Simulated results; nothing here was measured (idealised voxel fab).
process module | voxel wiring stack
cross-section cut | 220 nm wide | cells 5 nm
A cross-section is a grid of square cells, given in bands from the top down. A band is one or more rows of cells.
Each band's line starts with the height of the band's top and of its bottom, in nm. Then come its materials from left to right, each with its width in nm. One material with "throughout" fills the band from edge to edge. "air" is empty space.
Height 0 is the level under which the wafer as received is all one material. The lowest band goes on downwards, as in "0 down".
A width such as "30 to 40" changes by the same amount from each row of cells to the next, from the band's top row to its bottom row.
"no change" after a step means that no cell of the cross-section changed.
closed voids: empty space of 8 cells or more with no open way to the top, each as width x height at its distance from the left edge, in nm
after a step's settings: what the simulator itself notes on the step
overlay nm, on a step with a mask: how far to the right of its planned place the mask lay; to the left if negative
plan
1 op RECEIVE | material Si
2 op CONFORMAL_DEP | material SiO2 | thk nm 10
3 op DIRECTIONAL_DEP | material TiN | thk nm 5
4 op DIRECTIONAL_DEP | material Ru | thk nm 20
5 op DIRECTIONAL_DEP | material aC | thk nm 10
6 op PATTERN | tone cover | mask id METAL_1 | material resist | width nm 30 | pitch nm 45 | thk nm 30 | overlay nm 0
7 op DIRECTIONAL_ETCH | etch materials aC | depth nm 10
8 op STRIP | etch materials resist
9 op DIRECTIONAL_ETCH | etch materials Ru | depth nm 20
10 op DIRECTIONAL_ETCH | etch materials TiN | depth nm 5
11 op STRIP | etch materials aC
12 op CONFORMAL_DEP | material SiCN | thk nm 5
13 op FILL_DEP | material SiO2 | thk nm 5
14 op CMP | height nm 35
15 op CONFORMAL_DEP | material SiCN | thk nm 5
16 op DIRECTIONAL_DEP | material lowk | thk nm 30
17 op DIRECTIONAL_DEP | material aC | thk nm 10
18 op PATTERN | tone open | mask id METAL_2_HOLES | material resist | width nm 15 | thk nm 25 | overlay nm 0
19 op DIRECTIONAL_ETCH | etch materials aC | depth nm 10
20 op STRIP | etch materials resist
21 op DIRECTIONAL_ETCH | etch materials lowk | depth nm 30
22 op STRIP | etch materials aC
23 op MASKED_ETCH | tone open | mask id METAL_2 | width nm 30 | pitch nm 45 | etch materials lowk | depth nm 15 | overlay nm 0
24 op MASKED_ETCH | tone open | mask id METAL_2 | width nm 30 | pitch nm 45 | etch materials SiCN | depth nm 5 | overlay nm 0
25 op CONFORMAL_DEP | material TiN | thk nm 5
26 op FILL_DEP | material Ru | thk nm 10
27 op CMP | height nm 70
28 op CONFORMAL_DEP | material SiCN | thk nm 5
29 op DIRECTIONAL_DEP | material lowk | thk nm 10
30 op PATTERN | tone open | mask id PLUG_2 | material resist | width nm 15 | thk nm 20 | overlay nm 0
31 op DIRECTIONAL_ETCH | etch materials lowk | depth nm 10
32 op DIRECTIONAL_ETCH | etch materials SiCN | depth nm 5
33 op STRIP | etch materials resist
34 op CONFORMAL_DEP | material TiN | thk nm 5
35 op FILL_DEP | material W | thk nm 5
36 op CMP | height nm 85
37 op CONFORMAL_DEP | material SiCN | thk nm 5
38 op DIRECTIONAL_DEP | material SiO2 | thk nm 15
39 op PATTERN | tone open | mask id METAL_3 | material resist | width nm 30 | pitch nm 45 | thk nm 15 | overlay nm 0
40 op DIRECTIONAL_ETCH | etch materials SiO2 | depth nm 15
41 op DIRECTIONAL_ETCH | etch materials SiCN | depth nm 5
42 op STRIP | etch materials resist
43 op CONFORMAL_DEP | material TiN | thk nm 5
44 op FILL_DEP | material Ru | thk nm 5
45 op CMP | height nm 105
46 op EPI | material Ru | thk nm 5
47 op FILL_DEP | material SiCN | thk nm 5
first wafer, as planned
as received, after step 1
  0 down: Si throughout
  closed voids: none
after step 2
  10 to 0: SiO2 throughout
  below 0: unchanged
after step 3
  15 to 10: TiN throughout
  below 10: unchanged
after step 4
  35 to 15: Ru throughout
  below 15: unchanged
after step 5
  45 to 35: aC throughout
  below 35: unchanged
after step 6
  75 to 45: air 70 | resist 30 | air 15 | resist 30 | air 75
  below 45: unchanged
after step 7
  65 to 45: air 70 | resist 30 | air 15 | resist 30 | air 75
  45 to 35: air 70 | aC 30 | air 15 | aC 30 | air 75
  below 35: unchanged
after step 8
  45 to 35: air 70 | aC 30 | air 15 | aC 30 | air 75
  below 35: unchanged
after step 9
  45 to 35: air 70 | aC 30 | air 15 | aC 30 | air 75
  35 to 15: air 70 | Ru 30 | air 15 | Ru 30 | air 75
  below 15: unchanged
after step 10
  45 to 35: air 70 | aC 30 | air 15 | aC 30 | air 75
  35 to 15: air 70 | Ru 30 | air 15 | Ru 30 | air 75
  15 to 10: air 70 | TiN 30 | air 15 | TiN 30 | air 75
  below 10: unchanged
after step 11
  35 to 15: air 70 | Ru 30 | air 15 | Ru 30 | air 75
  below 15: unchanged
after step 12
  40 to 35: air 65 | SiCN 40 | air 5 | SiCN 40 | air 70
  35 to 15: air 65 | SiCN 5 | Ru 30 | SiCN 5 | air 5 | SiCN 5 | Ru 30 | SiCN 5 | air 70
  15 to 10: SiCN 70 | TiN 30 | SiCN 15 | TiN 30 | SiCN 75
  below 10: unchanged
after step 13
  45 to 40: SiO2 throughout
  40 to 35: SiO2 65 | SiCN 40 | SiO2 5 | SiCN 40 | SiO2 70
  35 to 15: SiO2 65 | SiCN 5 | Ru 30 | SiCN 5 | SiO2 5 | SiCN 5 | Ru 30 | SiCN 5 | SiO2 70
  below 15: unchanged
after step 14
  35 to 15: SiO2 65 | SiCN 5 | Ru 30 | SiCN 5 | SiO2 5 | SiCN 5 | Ru 30 | SiCN 5 | SiO2 70
  below 15: unchanged
after step 15
  40 to 35: SiCN throughout
  below 35: unchanged
after step 16
  70 to 40: lowk throughout
  below 40: unchanged
after step 17
  80 to 70: aC throughout
  below 70: unchanged
after step 18
  105 to 80: resist 70 | air 15 | resist 135
  below 80: unchanged
after step 19
  95 to 80: resist 70 | air 15 | resist 135
  80 to 70: aC 70 | air 15 | aC 135
  below 70: unchanged
after step 20
  80 to 70: aC 70 | air 15 | aC 135
  below 70: unchanged
after step 21
  80 to 70: aC 70 | air 15 | aC 135
  70 to 40: lowk 70 | air 15 | lowk 135
  below 40: unchanged
after step 22
  70 to 40: lowk 70 | air 15 | lowk 135
  below 40: unchanged
after step 23
  70 to 55: lowk 70 | air 30 | lowk 15 | air 30 | lowk 75
  below 55: unchanged
after step 24
  70 to 55: lowk 70 | air 30 | lowk 15 | air 30 | lowk 75
  55 to 40: lowk 70 | air 15 | lowk 135
  40 to 35: SiCN 70 | air 15 | SiCN 135
  below 35: unchanged
after step 25
  75 to 70: TiN 75 | air 20 | TiN 25 | air 20 | TiN 80
  70 to 60: lowk 70 | TiN 5 | air 20 | TiN 5 | lowk 15 | TiN 5 | air 20 | TiN 5 | lowk 75
  60 to 55: lowk 70 | TiN 5 | air 5 | TiN 20 | lowk 15 | TiN 30 | lowk 75
  55 to 40: lowk 70 | TiN 5 | air 5 | TiN 5 | lowk 135
  40 to 35: SiCN 70 | TiN 15 | SiCN 135
  below 35: unchanged
after step 26
  85 to 75: Ru throughout
  75 to 70: TiN 75 | Ru 20 | TiN 25 | Ru 20 | TiN 80
  70 to 60: lowk 70 | TiN 5 | Ru 20 | TiN 5 | lowk 15 | TiN 5 | Ru 20 | TiN 5 | lowk 75
  60 to 55: lowk 70 | TiN 5 | Ru 5 | TiN 20 | lowk 15 | TiN 30 | lowk 75
  55 to 40: lowk 70 | TiN 5 | Ru 5 | TiN 5 | lowk 135
  below 40: unchanged
after step 27
  70 to 60: lowk 70 | TiN 5 | Ru 20 | TiN 5 | lowk 15 | TiN 5 | Ru 20 | TiN 5 | lowk 75
  below 60: unchanged
after step 28
  75 to 70: SiCN throughout
  below 70: unchanged
after step 29
  85 to 75: lowk throughout
  below 75: unchanged
after step 30
  105 to 85: resist 70 | air 15 | resist 135
  below 85: unchanged
after step 31
  105 to 85: resist 70 | air 15 | resist 135
  85 to 75: lowk 70 | air 15 | lowk 135
  below 75: unchanged
after step 32
  105 to 85: resist 70 | air 15 | resist 135
  85 to 75: lowk 70 | air 15 | lowk 135
  75 to 70: SiCN 70 | air 15 | SiCN 135
  below 70: unchanged
after step 33
  85 to 75: lowk 70 | air 15 | lowk 135
  below 75: unchanged
after step 34
  90 to 85: TiN 75 | air 5 | TiN 140
  85 to 75: lowk 70 | TiN 5 | air 5 | TiN 5 | lowk 135
  75 to 70: SiCN 70 | TiN 15 | SiCN 135
  below 70: unchanged
after step 35
  95 to 90: W throughout
  90 to 85: TiN 75 | W 5 | TiN 140
  85 to 75: lowk 70 | TiN 5 | W 5 | TiN 5 | lowk 135
  below 75: unchanged
after step 36
  85 to 75: lowk 70 | TiN 5 | W 5 | TiN 5 | lowk 135
  below 75: unchanged
after step 37
  90 to 85: SiCN throughout
  below 85: unchanged
after step 38
  105 to 90: SiO2 throughout
  below 90: unchanged
after step 39
  120 to 105: resist 70 | air 30 | resist 15 | air 30 | resist 75
  below 105: unchanged
after step 40
  120 to 105: resist 70 | air 30 | resist 15 | air 30 | resist 75
  105 to 90: SiO2 70 | air 30 | SiO2 15 | air 30 | SiO2 75
  below 90: unchanged
after step 41
  120 to 105: resist 70 | air 30 | resist 15 | air 30 | resist 75
  105 to 90: SiO2 70 | air 30 | SiO2 15 | air 30 | SiO2 75
  90 to 85: SiCN 70 | air 30 | SiCN 15 | air 30 | SiCN 75
  below 85: unchanged
after step 42
  105 to 90: SiO2 70 | air 30 | SiO2 15 | air 30 | SiO2 75
  below 90: unchanged
after step 43
  110 to 105: TiN 75 | air 20 | TiN 25 | air 20 | TiN 80
  105 to 90: SiO2 70 | TiN 5 | air 20 | TiN 5 | SiO2 15 | TiN 5 | air 20 | TiN 5 | SiO2 75
  90 to 85: SiCN 70 | TiN 30 | SiCN 15 | TiN 30 | SiCN 75
  below 85: unchanged
after step 44
  115 to 110: Ru throughout
  110 to 105: TiN 75 | Ru 20 | TiN 25 | Ru 20 | TiN 80
  105 to 90: SiO2 70 | TiN 5 | Ru 20 | TiN 5 | SiO2 15 | TiN 5 | Ru 20 | TiN 5 | SiO2 75
  below 90: unchanged
after step 45
  105 to 90: SiO2 70 | TiN 5 | Ru 20 | TiN 5 | SiO2 15 | TiN 5 | Ru 20 | TiN 5 | SiO2 75
  below 90: unchanged
after step 46
  110 to 105: air 65 | Ru 40 | air 5 | Ru 40 | air 70
  below 105: unchanged
after step 47
  115 to 110: SiCN throughout
  110 to 105: SiCN 65 | Ru 40 | SiCN 5 | Ru 40 | SiCN 70
  below 105: unchanged
second wafer: like start, like plan, one mistake. Through step 5 it matches the first wafer
when step 6 should have ended
  75 to 45: air 75 | resist 25 | air 20 | resist 25 | air 75
  below 45: unchanged
when step 7 should have ended
  65 to 45: air 75 | resist 25 | air 20 | resist 25 | air 75
  45 to 35: air 75 | aC 25 | air 20 | aC 25 | air 75
  below 35: unchanged
when step 8 should have ended
  45 to 35: air 75 | aC 25 | air 20 | aC 25 | air 75
  below 35: unchanged
when step 9 should have ended
  45 to 35: air 75 | aC 25 | air 20 | aC 25 | air 75
  35 to 15: air 75 | Ru 25 | air 20 | Ru 25 | air 75
  below 15: unchanged
when step 10 should have ended
  45 to 35: air 75 | aC 25 | air 20 | aC 25 | air 75
  35 to 15: air 75 | Ru 25 | air 20 | Ru 25 | air 75
  15 to 10: air 75 | TiN 25 | air 20 | TiN 25 | air 75
  below 10: unchanged
when step 11 should have ended
  35 to 15: air 75 | Ru 25 | air 20 | Ru 25 | air 75
  below 15: unchanged
when step 12 should have ended
  40 to 35: air 70 | SiCN 35 | air 10 | SiCN 35 | air 70
  35 to 15: air 70 | SiCN 5 | Ru 25 | SiCN 5 | air 10 | SiCN 5 | Ru 25 | SiCN 5 | air 70
  15 to 10: SiCN 75 | TiN 25 | SiCN 20 | TiN 25 | SiCN 75
  below 10: unchanged
when step 13 should have ended
  45 to 40: SiO2 throughout
  40 to 35: SiO2 70 | SiCN 35 | SiO2 10 | SiCN 35 | SiO2 70
  35 to 15: SiO2 70 | SiCN 5 | Ru 25 | SiCN 5 | SiO2 10 | SiCN 5 | Ru 25 | SiCN 5 | SiO2 70
  below 15: unchanged
when step 14 should have ended
  35 to 15: SiO2 70 | SiCN 5 | Ru 25 | SiCN 5 | SiO2 10 | SiCN 5 | Ru 25 | SiCN 5 | SiO2 70
  below 15: unchanged
when step 15 should have ended
  40 to 35: SiCN throughout
  below 35: unchanged
when step 16 should have ended
  70 to 40: lowk throughout
  below 40: unchanged
when step 17 should have ended
  80 to 70: aC throughout
  below 70: unchanged
when step 18 should have ended
  105 to 80: resist 70 | air 15 | resist 135
  below 80: unchanged
when step 19 should have ended
  95 to 80: resist 70 | air 15 | resist 135
  80 to 70: aC 70 | air 15 | aC 135
  below 70: unchanged
when step 20 should have ended
  80 to 70: aC 70 | air 15 | aC 135
  below 70: unchanged
when step 21 should have ended
  80 to 70: aC 70 | air 15 | aC 135
  70 to 40: lowk 70 | air 15 | lowk 135
  below 40: unchanged
when step 22 should have ended
  70 to 40: lowk 70 | air 15 | lowk 135
  below 40: unchanged
when step 23 should have ended
  70 to 55: lowk 70 | air 30 | lowk 15 | air 30 | lowk 75
  below 55: unchanged
when step 24 should have ended
  70 to 55: lowk 70 | air 30 | lowk 15 | air 30 | lowk 75
  55 to 40: lowk 70 | air 15 | lowk 135
  40 to 35: SiCN 70 | air 15 | SiCN 135
  below 35: unchanged
when step 25 should have ended
  75 to 70: TiN 75 | air 20 | TiN 25 | air 20 | TiN 80
  70 to 60: lowk 70 | TiN 5 | air 20 | TiN 5 | lowk 15 | TiN 5 | air 20 | TiN 5 | lowk 75
  60 to 55: lowk 70 | TiN 5 | air 5 | TiN 20 | lowk 15 | TiN 30 | lowk 75
  55 to 40: lowk 70 | TiN 5 | air 5 | TiN 5 | lowk 135
  40 to 35: SiCN 70 | TiN 15 | SiCN 135
  below 35: unchanged
when step 26 should have ended
  85 to 75: Ru throughout
  75 to 70: TiN 75 | Ru 20 | TiN 25 | Ru 20 | TiN 80
  70 to 60: lowk 70 | TiN 5 | Ru 20 | TiN 5 | lowk 15 | TiN 5 | Ru 20 | TiN 5 | lowk 75
  60 to 55: lowk 70 | TiN 5 | Ru 5 | TiN 20 | lowk 15 | TiN 30 | lowk 75
  55 to 40: lowk 70 | TiN 5 | Ru 5 | TiN 5 | lowk 135
  below 40: unchanged
when step 27 should have ended
  70 to 60: lowk 70 | TiN 5 | Ru 20 | TiN 5 | lowk 15 | TiN 5 | Ru 20 | TiN 5 | lowk 75
  below 60: unchanged
when step 28 should have ended
  75 to 70: SiCN throughout
  below 70: unchanged
when step 29 should have ended
  85 to 75: lowk throughout
  below 75: unchanged
when step 30 should have ended
  105 to 85: resist 70 | air 15 | resist 135
  below 85: unchanged
when step 31 should have ended
  105 to 85: resist 70 | air 15 | resist 135
  85 to 75: lowk 70 | air 15 | lowk 135
  below 75: unchanged
when step 32 should have ended
  105 to 85: resist 70 | air 15 | resist 135
  85 to 75: lowk 70 | air 15 | lowk 135
  75 to 70: SiCN 70 | air 15 | SiCN 135
  below 70: unchanged
when step 33 should have ended
  85 to 75: lowk 70 | air 15 | lowk 135
  below 75: unchanged
when step 34 should have ended
  90 to 85: TiN 75 | air 5 | TiN 140
  85 to 75: lowk 70 | TiN 5 | air 5 | TiN 5 | lowk 135
  75 to 70: SiCN 70 | TiN 15 | SiCN 135
  below 70: unchanged
when step 35 should have ended
  95 to 90: W throughout
  90 to 85: TiN 75 | W 5 | TiN 140
  85 to 75: lowk 70 | TiN 5 | W 5 | TiN 5 | lowk 135
  below 75: unchanged
when step 36 should have ended
  85 to 75: lowk 70 | TiN 5 | W 5 | TiN 5 | lowk 135
  below 75: unchanged
when step 37 should have ended
  90 to 85: SiCN throughout
  below 85: unchanged
when step 38 should have ended
  105 to 90: SiO2 throughout
  below 90: unchanged
when step 39 should have ended
  120 to 105: resist 70 | air 30 | resist 15 | air 30 | resist 75
  below 105: unchanged
when step 40 should have ended
  120 to 105: resist 70 | air 30 | resist 15 | air 30 | resist 75
  105 to 90: SiO2 70 | air 30 | SiO2 15 | air 30 | SiO2 75
  below 90: unchanged
when step 41 should have ended
  120 to 105: resist 70 | air 30 | resist 15 | air 30 | resist 75
  105 to 90: SiO2 70 | air 30 | SiO2 15 | air 30 | SiO2 75
  90 to 85: SiCN 70 | air 30 | SiCN 15 | air 30 | SiCN 75
  below 85: unchanged
when step 42 should have ended
  105 to 90: SiO2 70 | air 30 | SiO2 15 | air 30 | SiO2 75
  below 90: unchanged
when step 43 should have ended
  110 to 105: TiN 75 | air 20 | TiN 25 | air 20 | TiN 80
  105 to 90: SiO2 70 | TiN 5 | air 20 | TiN 5 | SiO2 15 | TiN 5 | air 20 | TiN 5 | SiO2 75
  90 to 85: SiCN 70 | TiN 30 | SiCN 15 | TiN 30 | SiCN 75
  below 85: unchanged
when step 44 should have ended
  115 to 110: Ru throughout
  110 to 105: TiN 75 | Ru 20 | TiN 25 | Ru 20 | TiN 80
  105 to 90: SiO2 70 | TiN 5 | Ru 20 | TiN 5 | SiO2 15 | TiN 5 | Ru 20 | TiN 5 | SiO2 75
  below 90: unchanged
when step 45 should have ended
  105 to 90: SiO2 70 | TiN 5 | Ru 20 | TiN 5 | SiO2 15 | TiN 5 | Ru 20 | TiN 5 | SiO2 75
  below 90: unchanged
when step 46 should have ended
  110 to 105: air 65 | Ru 40 | air 5 | Ru 40 | air 70
  below 105: unchanged
when step 47 should have ended
  115 to 110: SiCN throughout
  110 to 105: SiCN 65 | Ru 40 | SiCN 5 | Ru 40 | SiCN 70
  below 105: unchanged
what went wrong: step 6 ran as: op PATTERN | tone cover | mask id METAL_1 | material resist | width nm 25 | pitch nm 45 | thk nm 30 | overlay nm 0
at the end the second wafer has, in cells: 8 fewer of Ru | 2 more of SiCN | 8 more of SiO2 | 2 fewer of TiN
